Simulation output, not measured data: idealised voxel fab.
Process module under the name voxel capacitor over wiring
The cross-section shown here is cut; it is 155 nm wide and divided into square cells measuring 5 nm on a side.
The cross-sections in this document take the form of a grid made of square cells. They are written out as bands, in order from top to bottom. Each band consists of one or more rows of cells.
Basically the band line says how high the top is and how high the bottom is, in nm, and then what's in it from left to right, every material with its width in nm. Empty space shows up as "air", and if a single material carries "throughout" it runs the full band edge to edge.
Heads up on the height convention: 0 is the point under which the incoming wafer is all one material, and the lowest band has no bottom, it just keeps going down, like "0..down".
Graded width ("30->40"): value in top row of band = first number; value in bottom row = second number; row-to-row change constant.
Key: "no change" - step with no changed cell in the cross-section.
What "Fully sealed cavities" gives you is every empty space of 8 cells or more that is cut off from the top. Each appears as width x height at distance, with the distance taken from the left edge and width, height and distance all in nm.
That trailing text on a step's line, after the settings, is the simulator's own remark on the step.
The line of a step may include "overlay nm". On a step with a mask, this value is how far to the right of its planned place the mask lay. A negative value means the mask lay to the left.

### This section lists the process steps that were planned
- 1: RECEIVE | material Si
- 2: CONFORMAL_DEP | material SiO2 | thk nm 15
- 3: CONFORMAL_DEP | material SiN | thk nm 5
- 4: DIRECTIONAL_DEP | material SiO2 | thk nm 25
- 5: DIRECTIONAL_DEP | material aC | thk nm 15
- 6: PATTERN | tone open | mask id METAL_1 | material resist | width nm 30 | pitch nm 80 | thk nm 35 | overlay nm 0
- 7: DIRECTIONAL_ETCH | etch materials aC | depth nm 15
- 8: STRIP | etch materials resist
- 9: DIRECTIONAL_ETCH | etch materials SiO2 | depth nm 25
- 10: DIRECTIONAL_ETCH | etch materials SiN | depth nm 5
- 11: STRIP | etch materials aC
- 12: CONFORMAL_DEP | material TiN | thk nm 5
- 13: FILL_DEP | material Ru | thk nm 5
- 14: CMP | height nm 45
- 15: CONFORMAL_DEP | material SiCN | thk nm 5
- 16: DIRECTIONAL_DEP | material lowk | thk nm 15
- 17: MASKED_ETCH | tone open | mask id PLUG_1 | width nm 15 | etch materials lowk | depth nm 15 | overlay nm 0
- 18: MASKED_ETCH | tone open | mask id PLUG_1 | width nm 15 | etch materials SiCN | depth nm 5 | overlay nm 0
- 19: EPI | material Ru | thk nm 10
- 20: EPI | material Ru | thk nm 10
- 21: DIRECTIONAL_DEP | material TiN | thk nm 10
- 22: DIRECTIONAL_DEP | material HfO2 | thk nm 5
- 23: DIRECTIONAL_DEP | material TiN | thk nm 10
- 24: DIRECTIONAL_DEP | material aC | thk nm 15
- 25: PATTERN | tone cover | mask id UPPER_PLATE | material resist | width nm 55 | thk nm 30 | overlay nm 0
- 26: DIRECTIONAL_ETCH | etch materials aC | depth nm 15
- 27: STRIP | etch materials resist
- 28: DIRECTIONAL_ETCH | etch materials TiN | depth nm 10
- 29: DIRECTIONAL_ETCH | etch materials HfO2 | depth nm 5
- 30: STRIP | etch materials aC
- 31: DIRECTIONAL_DEP | material aC | thk nm 10
- 32: PATTERN | tone cover | mask id LOWER_PLATE | material resist | width nm 65 | thk nm 30 | overlay nm 0
- 33: DIRECTIONAL_ETCH | etch materials aC | depth nm 10
- 34: STRIP | etch materials resist
- 35: DIRECTIONAL_ETCH | etch materials TiN | depth nm 10
- 36: STRIP | etch materials aC
- 37: FILL_DEP | material SiO2 | thk nm 20
- 38: CMP | height nm 105
- 39: MASKED_ETCH | tone open | mask id PLUG_2 | width nm 15 | etch materials SiO2 | depth nm 15 | overlay nm 0
- 40: CONFORMAL_DEP | material TiN | thk nm 5
- 41: FILL_DEP | material Ru | thk nm 10
- 42: CMP | height nm 105
- 43: CONFORMAL_DEP | material SiCN | thk nm 5

### The cross-section here shows the wafer as received, i.e. in its state after step 1
* 0..down = Si throughout
* Fully sealed cavities: none

### Wafer at module end, in section. Began as above, planned as above, run with one mistake
* 110..105 = SiCN throughout
* 105..95 = 45 SiO2  5 TiN  5 Ru  5 TiN  95 SiO2
* 95..90 = 45 SiO2  15 TiN  95 SiO2
* 90..80 = 35 SiO2  30 TiN  90 SiO2
* 80..75 = 35 SiO2  30 HfO2  90 SiO2
* 75..65 = 30 SiO2  60 TiN  65 SiO2
* 65..60 = 20 SiO2  45 Ru  25 HfO2  65 SiO2
* 60..50 = 20 SiO2  45 Ru  30 TiN  60 SiO2
* 50..45 = 35 SiCN  15 Ru  105 SiCN
* 45..20 = 20 SiO2  5 TiN  20 Ru  5 TiN  50 SiO2  5 TiN  20 Ru  5 TiN  25 SiO2
* 20..15 = 20 SiN  30 TiN  50 SiN  30 TiN  25 SiN
* 15..0 = SiO2 throughout
* 0..down = Si throughout
* Fully sealed cavities: none
It is concluded that the wafer was processed incorrectly with respect to the plan, in that yeah, step 16 of the plan got skipped, never ran
